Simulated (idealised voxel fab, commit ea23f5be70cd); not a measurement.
This is a process module. Its name is voxel tone inversion.
The cross-section shown here is cut; it is 245 nm wide and divided into square cells measuring 5 nm on a side.
If you're reading a cross-section in this doc, picture square cells in a grid; it comes to you as bands, top ones listed first down to the bottom, and a band can be one or more rows of cells. Within each band entry, the heights of the top and of the bottom of the band appear first, in that order and in nm; the materials of the band then follow from left to right, each with its corresponding width in nm. The designation "throughout" on a single material indicates that it fills the band from edge to edge; the designation "empty" indicates empty space. The level at which height equals 0 is the one under which the wafer, as it arrives, is entirely one material. No lower edge exists for the bottom band, which continues downward and is notated as in "0 nm and below". A width given as "30 to 40" starts at the first number in the band's top row and ends at the second number in its bottom row, shifting by an equal amount at every step from row to row. Where the words "no alterations made" appear for a step, the cross-section shows no cell changed by that step; every cell remained as before. Closed-off voids of 8+ cells (no open route to the top) go in "Cavities, closed", written width x height at distance from the left edge, in nm. On a step's line, text after the settings is the simulator commenting on that step. "overlay nm", when on a step's line for a step with a mask, measures how far to the right of its planned place the mask lay; a negative measure means to the left. The remainder of this document consists of a sequence of paired cross-sections. Each pair presents the cross-section prior to one process step together with the cross-section following it, the latter being rendered only as deep as the lowest band that underwent change. The intervening step, together with its settings, is stated beneath each pair. Because the pairs may originate from different runs of this module on the same starting wafer, a given pair is to be read as continuing from the preceding pair only where its entry headed "Pre-process state" so indicates.

Pre-process state
    0 nm and below | Si throughout
    Cavities, closed: none

After the Step
    10 nm to 0 nm | SiN throughout
    At heights below 0, the structure remains unaltered.
    Cavities, closed: none
To go from the before cross-section above to the after cross-section, apply CONFORMAL_DEP,material SiN,thk nm 10

Pre-process state: The pre-step condition corresponds to the post-step cross-section depicted in the pair directly above.

After the Step
    25 nm to 10 nm | polySi throughout
    At heights below 10, the structure remains unaltered.
    Cavities, closed: none
To go from the before cross-section above to the after cross-section, apply DIRECTIONAL_DEP,material polySi,thk nm 15

Pre-process state: The pre-step condition corresponds to the post-step cross-section depicted in the pair directly above.

After the Step
    45 nm to 25 nm | empty: 65, resist: 20, empty: 25, resist: 20, empty: 25, resist: 20, empty: 70
    At heights below 25, the structure remains unaltered.
    Cavities, closed: none
To go from the before cross-section above to the after cross-section, apply PATTERN,tone cover,mask id POSTS,material resist,width nm 20,pitch nm 45,thk nm 20,overlay nm 0

Pre-process state: The pre-step condition corresponds to the post-step cross-section depicted in the pair directly above.

After the Step
    45 nm to 25 nm | empty: 65, resist: 20, empty: 25, resist: 20, empty: 25, resist: 20, empty: 70
    25 nm to 10 nm | empty: 65, polySi: 20, empty: 25, polySi: 20, empty: 25, polySi: 20, empty: 70
    At heights below 10, the structure remains unaltered.
    Cavities, closed: none
To go from the before cross-section above to the after cross-section, apply DIRECTIONAL_ETCH,etch materials polySi,depth nm 15

Pre-process state: The pre-step condition corresponds to the post-step cross-section depicted in the pair directly above.

After the Step
    25 nm to 10 nm | empty: 65, polySi: 20, empty: 25, polySi: 20, empty: 25, polySi: 20, empty: 70
    At heights below 10, the structure remains unaltered.
    Cavities, closed: none
To go from the before cross-section above to the after cross-section, apply STRIP,etch materials resist

Pre-process state: The pre-step condition corresponds to the post-step cross-section depicted in the pair directly above.

After the Step
    35 nm to 25 nm | SiO2 throughout
    25 nm to 10 nm | SiO2: 65, polySi: 20, SiO2: 25, polySi: 20, SiO2: 25, polySi: 20, SiO2: 70
    At heights below 10, the structure remains unaltered.
    Cavities, closed: none
To go from the before cross-section above to the after cross-section, apply FILL_DEP,material SiO2,thk nm 10

Pre-process state: The pre-step condition corresponds to the post-step cross-section depicted in the pair directly above.

After the Step
    25 nm to 10 nm | SiO2: 65, polySi: 20, SiO2: 25, polySi: 20, SiO2: 25, polySi: 20, SiO2: 70
    At heights below 10, the structure remains unaltered.
    Cavities, closed: none
To go from the before cross-section above to the after cross-section, apply CMP,height nm 25

Pre-process state: The pre-step condition corresponds to the post-step cross-section depicted in the pair directly above.

After the Step
    25 nm to 10 nm | SiO2: 65, empty: 20, SiO2: 25, empty: 20, SiO2: 25, empty: 20, SiO2: 70
    At heights below 10, the structure remains unaltered.
    Cavities, closed: none
To go from the before cross-section above to the after cross-section, apply STRIP,etch materials polySi

Pre-process state: The pre-step condition corresponds to the post-step cross-section depicted in the pair directly above.

After the Step
    30 nm to 25 nm | TiN: 70, empty: 10, TiN: 35, empty: 10, TiN: 35, empty: 10, TiN: 75
    25 nm to 15 nm | SiO2: 65, TiN: 5, empty: 10, TiN: 5, SiO2: 25, TiN: 5, empty: 10, TiN: 5, SiO2: 25, TiN: 5, empty: 10, TiN: 5, SiO2: 70
    15 nm to 10 nm | SiO2: 65, TiN: 20, SiO2: 25, TiN: 20, SiO2: 25, TiN: 20, SiO2: 70
    At heights below 10, the structure remains unaltered.
    Cavities, closed: none
To go from the before cross-section above to the after cross-section, apply CONFORMAL_DEP,material TiN,thk nm 5

Pre-process state: The pre-step condition corresponds to the post-step cross-section depicted in the pair directly above.

After the Step
    35 nm to 30 nm | Cu throughout
    30 nm to 25 nm | TiN: 70, Cu: 10, TiN: 35, Cu: 10, TiN: 35, Cu: 10, TiN: 75
    25 nm to 15 nm | SiO2: 65, TiN: 5, Cu: 10, TiN: 5, SiO2: 25, TiN: 5, Cu: 10, TiN: 5, SiO2: 25, TiN: 5, Cu: 10, TiN: 5, SiO2: 70
    At heights below 15, the structure remains unaltered.
    Cavities, closed: none
To go from the before cross-section above to the after cross-section, apply FILL_DEP,material Cu,thk nm 5

Pre-process state: The pre-step condition corresponds to the post-step cross-section depicted in the pair directly above.

After the Step
    25 nm to 15 nm | SiO2: 65, TiN: 5, Cu: 10, TiN: 5, SiO2: 25, TiN: 5, Cu: 10, TiN: 5, SiO2: 25, TiN: 5, Cu: 10, TiN: 5, SiO2: 70
    At heights below 15, the structure remains unaltered.
    Cavities, closed: none
To go from the before cross-section above to the after cross-section, apply CMP,height nm 25

Pre-process state: The pre-step condition corresponds to the post-step cross-section depicted in the pair directly above.

After the Step
    30 nm to 25 nm | SiCN throughout
    At heights below 25, the structure remains unaltered.
    Cavities, closed: none
To go from the before cross-section above to the after cross-section, apply CONFORMAL_DEP,material SiCN,thk nm 5

Pre-process state
    0 nm and below | Si throughout
    Cavities, closed: none

After the Step
    15 nm to 0 nm | polySi throughout
    At heights below 0, the structure remains unaltered.
    Cavities, closed: none
To go from the before cross-section above to the after cross-section, apply DIRECTIONAL_DEP,material polySi,thk nm 15

Pre-process state: The pre-step condition corresponds to the post-step cross-section depicted in the pair directly above.

After the Step
    35 nm to 15 nm | empty: 65, resist: 20, empty: 25, resist: 20, empty: 25, resist: 20, empty: 70
    At heights below 15, the structure remains unaltered.
    Cavities, closed: none
To go from the before cross-section above to the after cross-section, apply PATTERN,tone cover,mask id POSTS,material resist,width nm 20,pitch nm 45,thk nm 20,overlay nm 0

Pre-process state: The pre-step condition corresponds to the post-step cross-section depicted in the pair directly above.

After the Step
    35 nm to 15 nm | empty: 65, resist: 20, empty: 25, resist: 20, empty: 25, resist: 20, empty: 70
    15 nm to 0 nm | empty: 65, polySi: 20, empty: 25, polySi: 20, empty: 25, polySi: 20, empty: 70
    At heights below 0, the structure remains unaltered.
    Cavities, closed: none
To go from the before cross-section above to the after cross-section, apply DIRECTIONAL_ETCH,etch materials polySi,depth nm 15

Pre-process state: The pre-step condition corresponds to the post-step cross-section depicted in the pair directly above.

After the Step
    15 nm to 0 nm | empty: 65, polySi: 20, empty: 25, polySi: 20, empty: 25, polySi: 20, empty: 70
    At heights below 0, the structure remains unaltered.
    Cavities, closed: none
To go from the before cross-section above to the after cross-section, apply STRIP,etch materials resist

Pre-process state: The pre-step condition corresponds to the post-step cross-section depicted in the pair directly above.

After the Step
    25 nm to 15 nm | SiO2 throughout
    15 nm to 0 nm | SiO2: 65, polySi: 20, SiO2: 25, polySi: 20, SiO2: 25, polySi: 20, SiO2: 70
    At heights below 0, the structure remains unaltered.
    Cavities, closed: none
To go from the before cross-section above to the after cross-section, apply FILL_DEP,material SiO2,thk nm 10

Pre-process state: The pre-step condition corresponds to the post-step cross-section depicted in the pair directly above.

After the Step
    30 nm to 25 nm | TiN throughout
    At heights below 25, the structure remains unaltered.
    Cavities, closed: none
To go from the before cross-section above to the after cross-section, apply CONFORMAL_DEP,material TiN,thk nm 5

Pre-process state: The pre-step condition corresponds to the post-step cross-section depicted in the pair directly above.

After the Step
    35 nm to 30 nm | Cu throughout
    At heights below 30, the structure remains unaltered.
    Cavities, closed: none
To go from the before cross-section above to the after cross-section, apply FILL_DEP,material Cu,thk nm 5

Pre-process state: The pre-step condition corresponds to the post-step cross-section depicted in the pair directly above.

After the Step
    25 nm to 15 nm | SiO2 throughout
    At heights below 15, the structure remains unaltered.
    Cavities, closed: none
To go from the before cross-section above to the after cross-section, apply CMP,height nm 25

Pre-process state: The pre-step condition corresponds to the post-step cross-section depicted in the pair directly above.

After the Step
    30 nm to 25 nm | SiCN throughout
    At heights below 25, the structure remains unaltered.
    Cavities, closed: none
To go from the before cross-section above to the after cross-section, apply CONFORMAL_DEP,material SiCN,thk nm 5

Pre-process state
    15 nm to 0 nm | polySi throughout
    0 nm and below | Si throughout
    Cavities, closed: none

After the Step
    25 nm to 15 nm | SiN throughout
    At heights below 15, the structure remains unaltered.
    Cavities, closed: none
To go from the before cross-section above to the after cross-section, apply CONFORMAL_DEP,material SiN,thk nm 10

Pre-process state: The pre-step condition corresponds to the post-step cross-section depicted in the pair directly above.

After the Step
    45 nm to 25 nm | empty: 65, resist: 20, empty: 25, resist: 20, empty: 25, resist: 20, empty: 70
    At heights below 25, the structure remains unaltered.
    Cavities, closed: none
To go from the before cross-section above to the after cross-section, apply PATTERN,tone cover,mask id POSTS,material resist,width nm 20,pitch nm 45,thk nm 20,overlay nm 0

Pre-process state: The pre-step condition corresponds to the post-step cross-section depicted in the pair directly above.

After the Step
    25 nm to 15 nm | SiN throughout
    At heights below 15, the structure remains unaltered.
    Cavities, closed: none
To go from the before cross-section above to the after cross-section, apply STRIP,etch materials resist

Pre-process state: The pre-step condition corresponds to the post-step cross-section depicted in the pair directly above.

After the Step
    35 nm to 25 nm | SiO2 throughout
    At heights below 25, the structure remains unaltered.
    Cavities, closed: none
To go from the before cross-section above to the after cross-section, apply FILL_DEP,material SiO2,thk nm 10

Pre-process state: The pre-step condition corresponds to the post-step cross-section depicted in the pair directly above.

After the Step
    25 nm to 15 nm | SiN throughout
    At heights below 15, the structure remains unaltered.
    Cavities, closed: none
To go from the before cross-section above to the after cross-section, apply CMP,height nm 25

Pre-process state: The pre-step condition corresponds to the post-step cross-section depicted in the pair directly above.

After the Step
    30 nm to 25 nm | TiN throughout
    At heights below 25, the structure remains unaltered.
    Cavities, closed: none
To go from the before cross-section above to the after cross-section, apply CONFORMAL_DEP,material TiN,thk nm 5

Pre-process state: The pre-step condition corresponds to the post-step cross-section depicted in the pair directly above.

After the Step
    35 nm to 30 nm | Cu throughout
    At heights below 30, the structure remains unaltered.
    Cavities, closed: none
To go from the before cross-section above to the after cross-section, apply FILL_DEP,material Cu,thk nm 5

Pre-process state: The pre-step condition corresponds to the post-step cross-section depicted in the pair directly above.

After the Step
    25 nm to 15 nm | SiN throughout
    At heights below 15, the structure remains unaltered.
    Cavities, closed: none
To go from the before cross-section above to the after cross-section, apply CMP,height nm 25

Pre-process state: The pre-step condition corresponds to the post-step cross-section depicted in the pair directly above.

After the Step
    30 nm to 25 nm | SiCN throughout
    At heights below 25, the structure remains unaltered.
    Cavities, closed: none
To go from the before cross-section above to the after cross-section, apply CONFORMAL_DEP,material SiCN,thk nm 5

Pre-process state
    35 nm to 25 nm | SiO2 throughout
    25 nm to 10 nm | SiO2: 65, polySi: 20, SiO2: 25, polySi: 20, SiO2: 25, polySi: 20, SiO2: 70
    10 nm to 0 nm | SiN throughout
    0 nm and below | Si throughout
    Cavities, closed: none

After the Step
    20 nm to 10 nm | SiO2: 65, polySi: 20, SiO2: 25, polySi: 20, SiO2: 25, polySi: 20, SiO2: 70
    At heights below 10, the structure remains unaltered.
    Cavities, closed: none
To go from the before cross-section above to the after cross-section, apply CMP,height nm 20

Pre-process state: The pre-step condition corresponds to the post-step cross-section depicted in the pair directly above.

After the Step
    20 nm to 10 nm | SiO2: 65, empty: 20, SiO2: 25, empty: 20, SiO2: 25, empty: 20, SiO2: 70
    At heights below 10, the structure remains unaltered.
    Cavities, closed: none
To go from the before cross-section above to the after cross-section, apply STRIP,etch materials polySi

Pre-process state: The pre-step condition corresponds to the post-step cross-section depicted in the pair directly above.

After the Step
    25 nm to 20 nm | TiN: 70, empty: 10, TiN: 35, empty: 10, TiN: 35, empty: 10, TiN: 75
    20 nm to 15 nm | SiO2: 65, TiN: 5, empty: 10, TiN: 5, SiO2: 25, TiN: 5, empty: 10, TiN: 5, SiO2: 25, TiN: 5, empty: 10, TiN: 5, SiO2: 70
    15 nm to 10 nm | SiO2: 65, TiN: 20, SiO2: 25, TiN: 20, SiO2: 25, TiN: 20, SiO2: 70
    At heights below 10, the structure remains unaltered.
    Cavities, closed: none
To go from the before cross-section above to the after cross-section, apply CONFORMAL_DEP,material TiN,thk nm 5

Pre-process state: The pre-step condition corresponds to the post-step cross-section depicted in the pair directly above.

After the Step
    30 nm to 25 nm | Cu throughout
    25 nm to 20 nm | TiN: 70, Cu: 10, TiN: 35, Cu: 10, TiN: 35, Cu: 10, TiN: 75
    20 nm to 15 nm | SiO2: 65, TiN: 5, Cu: 10, TiN: 5, SiO2: 25, TiN: 5, Cu: 10, TiN: 5, SiO2: 25, TiN: 5, Cu: 10, TiN: 5, SiO2: 70
    At heights below 15, the structure remains unaltered.
    Cavities, closed: none
To go from the before cross-section above to the after cross-section, apply FILL_DEP,material Cu,thk nm 5

Pre-process state: The pre-step condition corresponds to the post-step cross-section depicted in the pair directly above.

After the Step
    25 nm to 20 nm | TiN: 70, Cu: 10, TiN: 35, Cu: 10, TiN: 35, Cu: 10, TiN: 75
    At heights below 20, the structure remains unaltered.
    Cavities, closed: none
To go from the before cross-section above to the after cross-section, apply CMP,height nm 25

Pre-process state: The pre-step condition corresponds to the post-step cross-section depicted in the pair directly above.

After the Step
    30 nm to 25 nm | SiCN throughout
    At heights below 25, the structure remains unaltered.
    Cavities, closed: none
To go from the before cross-section above to the after cross-section, apply CONFORMAL_DEP,material SiCN,thk nm 5

Pre-process state
    25 nm to 10 nm | polySi throughout
    10 nm to 0 nm | SiN throughout
    0 nm and below | Si throughout
    Cavities, closed: none

After the Step
    45 nm to 25 nm | empty: 70, resist: 15, empty: 30, resist: 15, empty: 30, resist: 15, empty: 70
    At heights below 25, the structure remains unaltered.
    Cavities, closed: none
To go from the before cross-section above to the after cross-section, apply PATTERN,tone cover,mask id POSTS,material resist,width nm 15,pitch nm 45,thk nm 20,overlay nm 0

Pre-process state: The pre-step condition corresponds to the post-step cross-section depicted in the pair directly above.

After the Step
    45 nm to 25 nm | empty: 70, resist: 15, empty: 30, resist: 15, empty: 30, resist: 15, empty: 70
    25 nm to 10 nm | empty: 70, polySi: 15, empty: 30, polySi: 15, empty: 30, polySi: 15, empty: 70
    At heights below 10, the structure remains unaltered.
    Cavities, closed: none
To go from the before cross-section above to the after cross-section, apply DIRECTIONAL_ETCH,etch materials polySi,depth nm 15

Pre-process state: The pre-step condition corresponds to the post-step cross-section depicted in the pair directly above.

After the Step
    25 nm to 10 nm | empty: 70, polySi: 15, empty: 30, polySi: 15, empty: 30, polySi: 15, empty: 70
    At heights below 10, the structure remains unaltered.
    Cavities, closed: none
To go from the before cross-section above to the after cross-section, apply STRIP,etch materials resist

Pre-process state: The pre-step condition corresponds to the post-step cross-section depicted in the pair directly above.

After the Step
    35 nm to 25 nm | SiO2 throughout
    25 nm to 10 nm | SiO2: 70, polySi: 15, SiO2: 30, polySi: 15, SiO2: 30, polySi: 15, SiO2: 70
    At heights below 10, the structure remains unaltered.
    Cavities, closed: none
To go from the before cross-section above to the after cross-section, apply FILL_DEP,material SiO2,thk nm 10

Pre-process state: The pre-step condition corresponds to the post-step cross-section depicted in the pair directly above.

After the Step
    25 nm to 10 nm | SiO2: 70, polySi: 15, SiO2: 30, polySi: 15, SiO2: 30, polySi: 15, SiO2: 70
    At heights below 10, the structure remains unaltered.
    Cavities, closed: none
To go from the before cross-section above to the after cross-section, apply CMP,height nm 25

Pre-process state: The pre-step condition corresponds to the post-step cross-section depicted in the pair directly above.

After the Step
    25 nm to 10 nm | SiO2: 70, empty: 15, SiO2: 30, empty: 15, SiO2: 30, empty: 15, SiO2: 70
    At heights below 10, the structure remains unaltered.
    Cavities, closed: none
To go from the before cross-section above to the after cross-section, apply STRIP,etch materials polySi

Pre-process state: The pre-step condition corresponds to the post-step cross-section depicted in the pair directly above.

After the Step
    30 nm to 25 nm | TiN: 75, empty: 5, TiN: 40, empty: 5, TiN: 40, empty: 5, TiN: 75
    25 nm to 15 nm | SiO2: 70, TiN: 5, empty: 5, TiN: 5, SiO2: 30, TiN: 5, empty: 5, TiN: 5, SiO2: 30, TiN: 5, empty: 5, TiN: 5, SiO2: 70
    15 nm to 10 nm | SiO2: 70, TiN: 15, SiO2: 30, TiN: 15, SiO2: 30, TiN: 15, SiO2: 70
    At heights below 10, the structure remains unaltered.
    Cavities, closed: none
To go from the before cross-section above to the after cross-section, apply CONFORMAL_DEP,material TiN,thk nm 5

Pre-process state: The pre-step condition corresponds to the post-step cross-section depicted in the pair directly above.

After the Step
    35 nm to 30 nm | Cu throughout
    30 nm to 25 nm | TiN: 75, Cu: 5, TiN: 40, Cu: 5, TiN: 40, Cu: 5, TiN: 75
    25 nm to 15 nm | SiO2: 70, TiN: 5, Cu: 5, TiN: 5, SiO2: 30, TiN: 5, Cu: 5, TiN: 5, SiO2: 30, TiN: 5, Cu: 5, TiN: 5, SiO2: 70
    At heights below 15, the structure remains unaltered.
    Cavities, closed: none
To go from the before cross-section above to the after cross-section, apply FILL_DEP,material Cu,thk nm 5

Pre-process state: The pre-step condition corresponds to the post-step cross-section depicted in the pair directly above.

After the Step
    25 nm to 15 nm | SiO2: 70, TiN: 5, Cu: 5, TiN: 5, SiO2: 30, TiN: 5, Cu: 5, TiN: 5, SiO2: 30, TiN: 5, Cu: 5, TiN: 5, SiO2: 70
    At heights below 15, the structure remains unaltered.
    Cavities, closed: none
To go from the before cross-section above to the after cross-section, apply CMP,height nm 25

Pre-process state: The pre-step condition corresponds to the post-step cross-section depicted in the pair directly above.

After the Step
    30 nm to 25 nm | SiCN throughout
    At heights below 25, the structure remains unaltered.
    Cavities, closed: none
To go from the before cross-section above to the after cross-section, apply CONFORMAL_DEP,material SiCN,thk nm 5

Pre-process state
    25 nm to 10 nm | polySi throughout
    10 nm to 0 nm | SiN throughout
    0 nm and below | Si throughout
    Cavities, closed: none

After the Step
    45 nm to 25 nm | empty: 60, resist: 20, empty: 25, resist: 20, empty: 25, resist: 20, empty: 75
    At heights below 25, the structure remains unaltered.
    Cavities, closed: none
To go from the before cross-section above to the after cross-section, apply PATTERN,tone cover,mask id POSTS,material resist,width nm 20,pitch nm 45,thk nm 20,overlay nm -5

Pre-process state: The pre-step condition corresponds to the post-step cross-section depicted in the pair directly above.

After the Step
    45 nm to 25 nm | empty: 60, resist: 20, empty: 25, resist: 20, empty: 25, resist: 20, empty: 75
    25 nm to 10 nm | empty: 60, polySi: 20, empty: 25, polySi: 20, empty: 25, polySi: 20, empty: 75
    At heights below 10, the structure remains unaltered.
    Cavities, closed: none
To go from the before cross-section above to the after cross-section, apply DIRECTIONAL_ETCH,etch materials polySi,depth nm 15

Pre-process state: The pre-step condition corresponds to the post-step cross-section depicted in the pair directly above.

After the Step
    25 nm to 10 nm | empty: 60, polySi: 20, empty: 25, polySi: 20, empty: 25, polySi: 20, empty: 75
    At heights below 10, the structure remains unaltered.
    Cavities, closed: none
To go from the before cross-section above to the after cross-section, apply STRIP,etch materials resist

Pre-process state: The pre-step condition corresponds to the post-step cross-section depicted in the pair directly above.

After the Step
    35 nm to 25 nm | SiO2 throughout
    25 nm to 10 nm | SiO2: 60, polySi: 20, SiO2: 25, polySi: 20, SiO2: 25, polySi: 20, SiO2: 75
    At heights below 10, the structure remains unaltered.
    Cavities, closed: none
To go from the before cross-section above to the after cross-section, apply FILL_DEP,material SiO2,thk nm 10

Pre-process state: The pre-step condition corresponds to the post-step cross-section depicted in the pair directly above.

After the Step
    25 nm to 10 nm | SiO2: 60, polySi: 20, SiO2: 25, polySi: 20, SiO2: 25, polySi: 20, SiO2: 75
    At heights below 10, the structure remains unaltered.
    Cavities, closed: none
To go from the before cross-section above to the after cross-section, apply CMP,height nm 25

Pre-process state: The pre-step condition corresponds to the post-step cross-section depicted in the pair directly above.

After the Step
    25 nm to 10 nm | SiO2: 60, empty: 20, SiO2: 25, empty: 20, SiO2: 25, empty: 20, SiO2: 75
    At heights below 10, the structure remains unaltered.
    Cavities, closed: none
To go from the before cross-section above to the after cross-section, apply STRIP,etch materials polySi

Pre-process state: The pre-step condition corresponds to the post-step cross-section depicted in the pair directly above.

After the Step
    30 nm to 25 nm | TiN: 65, empty: 10, TiN: 35, empty: 10, TiN: 35, empty: 10, TiN: 80
    25 nm to 15 nm | SiO2: 60, TiN: 5, empty: 10, TiN: 5, SiO2: 25, TiN: 5, empty: 10, TiN: 5, SiO2: 25, TiN: 5, empty: 10, TiN: 5, SiO2: 75
    15 nm to 10 nm | SiO2: 60, TiN: 20, SiO2: 25, TiN: 20, SiO2: 25, TiN: 20, SiO2: 75
    At heights below 10, the structure remains unaltered.
    Cavities, closed: none
To go from the before cross-section above to the after cross-section, apply CONFORMAL_DEP,material TiN,thk nm 5

Pre-process state: The pre-step condition corresponds to the post-step cross-section depicted in the pair directly above.

After the Step
    35 nm to 30 nm | Cu throughout
    30 nm to 25 nm | TiN: 65, Cu: 10, TiN: 35, Cu: 10, TiN: 35, Cu: 10, TiN: 80
    25 nm to 15 nm | SiO2: 60, TiN: 5, Cu: 10, TiN: 5, SiO2: 25, TiN: 5, Cu: 10, TiN: 5, SiO2: 25, TiN: 5, Cu: 10, TiN: 5, SiO2: 75
    At heights below 15, the structure remains unaltered.
    Cavities, closed: none
To go from the before cross-section above to the after cross-section, apply FILL_DEP,material Cu,thk nm 5

Pre-process state: The pre-step condition corresponds to the post-step cross-section depicted in the pair directly above.

After the Step
    25 nm to 15 nm | SiO2: 60, TiN: 5, Cu: 10, TiN: 5, SiO2: 25, TiN: 5, Cu: 10, TiN: 5, SiO2: 25, TiN: 5, Cu: 10, TiN: 5, SiO2: 75
    At heights below 15, the structure remains unaltered.
    Cavities, closed: none
To go from the before cross-section above to the after cross-section, apply CMP,height nm 25

Pre-process state: The pre-step condition corresponds to the post-step cross-section depicted in the pair directly above.

After the Step
    30 nm to 25 nm | SiCN throughout
    At heights below 25, the structure remains unaltered.
    Cavities, closed: none
To go from the before cross-section above to the after cross-section, apply CONFORMAL_DEP,material SiCN,thk nm 5

Pre-process state
    25 nm to 15 nm | SiO2: 65, TiN: 5, Cu: 10, TiN: 5, SiO2: 25, TiN: 5, Cu: 10, TiN: 5, SiO2: 25, TiN: 5, Cu: 10, TiN: 5, SiO2: 70
    15 nm to 10 nm | SiO2: 65, TiN: 20, SiO2: 25, TiN: 20, SiO2: 25, TiN: 20, SiO2: 70
    10 nm to 0 nm | SiN throughout
    0 nm and below | Si throughout
    Cavities, closed: none

After the Step
    30 nm to 25 nm | SiN throughout
    At heights below 25, the structure remains unaltered.
    Cavities, closed: none
To go from the before cross-section above to the after cross-section, apply CONFORMAL_DEP,material SiN,thk nm 5

Pre-process state
    25 nm to 10 nm | polySi throughout
    10 nm to 0 nm | SiN throughout
    0 nm and below | Si throughout
    Cavities, closed: none

After the Step
    45 nm to 25 nm | resist: 65, empty: 20, resist: 25, empty: 20, resist: 25, empty: 20, resist: 70
    At heights below 25, the structure remains unaltered.
    Cavities, closed: none
To go from the before cross-section above to the after cross-section, apply PATTERN,tone open,mask id POSTS,material resist,width nm 20,pitch nm 45,thk nm 20,overlay nm 0

Pre-process state: The pre-step condition corresponds to the post-step cross-section depicted in the pair directly above.

After the Step
    45 nm to 25 nm | resist: 65, empty: 20, resist: 25, empty: 20, resist: 25, empty: 20, resist: 70
    25 nm to 10 nm | polySi: 65, empty: 20, polySi: 25, empty: 20, polySi: 25, empty: 20, polySi: 70
    At heights below 10, the structure remains unaltered.
    Cavities, closed: none
To go from the before cross-section above to the after cross-section, apply DIRECTIONAL_ETCH,etch materials polySi,depth nm 15

Pre-process state: The pre-step condition corresponds to the post-step cross-section depicted in the pair directly above.

After the Step
    25 nm to 10 nm | polySi: 65, empty: 20, polySi: 25, empty: 20, polySi: 25, empty: 20, polySi: 70
    At heights below 10, the structure remains unaltered.
    Cavities, closed: none
To go from the before cross-section above to the after cross-section, apply STRIP,etch materials resist

Pre-process state: The pre-step condition corresponds to the post-step cross-section depicted in the pair directly above.

After the Step
    35 nm to 25 nm | SiO2 throughout
    25 nm to 10 nm | polySi: 65, SiO2: 20, polySi: 25, SiO2: 20, polySi: 25, SiO2: 20, polySi: 70
    At heights below 10, the structure remains unaltered.
    Cavities, closed: none
To go from the before cross-section above to the after cross-section, apply FILL_DEP,material SiO2,thk nm 10

Pre-process state: The pre-step condition corresponds to the post-step cross-section depicted in the pair directly above.

After the Step
    25 nm to 10 nm | polySi: 65, SiO2: 20, polySi: 25, SiO2: 20, polySi: 25, SiO2: 20, polySi: 70
    At heights below 10, the structure remains unaltered.
    Cavities, closed: none
To go from the before cross-section above to the after cross-section, apply CMP,height nm 25

Pre-process state: The pre-step condition corresponds to the post-step cross-section depicted in the pair directly above.

After the Step
    25 nm to 10 nm | empty: 65, SiO2: 20, empty: 25, SiO2: 20, empty: 25, SiO2: 20, empty: 70
    At heights below 10, the structure remains unaltered.
    Cavities, closed: none
To go from the before cross-section above to the after cross-section, apply STRIP,etch materials polySi

Pre-process state: The pre-step condition corresponds to the post-step cross-section depicted in the pair directly above.

After the Step
    30 nm to 25 nm | empty: 60, TiN: 30, empty: 15, TiN: 30, empty: 15, TiN: 30, empty: 65
    25 nm to 15 nm | empty: 60, TiN: 5, SiO2: 20, TiN: 5, empty: 15, TiN: 5, SiO2: 20, TiN: 5, empty: 15, TiN: 5, SiO2: 20, TiN: 5, empty: 65
    15 nm to 10 nm | TiN: 65, SiO2: 20, TiN: 25, SiO2: 20, TiN: 25, SiO2: 20, TiN: 70
    At heights below 10, the structure remains unaltered.
    Cavities, closed: none
To go from the before cross-section above to the after cross-section, apply CONFORMAL_DEP,material TiN,thk nm 5

Pre-process state: The pre-step condition corresponds to the post-step cross-section depicted in the pair directly above.

After the Step
    35 nm to 30 nm | Cu throughout
    30 nm to 25 nm | Cu: 60, TiN: 30, Cu: 15, TiN: 30, Cu: 15, TiN: 30, Cu: 65
    25 nm to 15 nm | Cu: 60, TiN: 5, SiO2: 20, TiN: 5, Cu: 15, TiN: 5, SiO2: 20, TiN: 5, Cu: 15, TiN: 5, SiO2: 20, TiN: 5, Cu: 65
    At heights below 15, the structure remains unaltered.
    Cavities, closed: none
To go from the before cross-section above to the after cross-section, apply FILL_DEP,material Cu,thk nm 5

Pre-process state: The pre-step condition corresponds to the post-step cross-section depicted in the pair directly above.

After the Step
    25 nm to 15 nm | Cu: 60, TiN: 5, SiO2: 20, TiN: 5, Cu: 15, TiN: 5, SiO2: 20, TiN: 5, Cu: 15, TiN: 5, SiO2: 20, TiN: 5, Cu: 65
    At heights below 15, the structure remains unaltered.
    Cavities, closed: none
To go from the before cross-section above to the after cross-section, apply CMP,height nm 25

Pre-process state: The pre-step condition corresponds to the post-step cross-section depicted in the pair directly above.

After the Step
    30 nm to 25 nm | SiCN throughout
    At heights below 25, the structure remains unaltered.
    Cavities, closed: none
To go from the before cross-section above to the after cross-section, apply CONFORMAL_DEP,material SiCN,thk nm 5
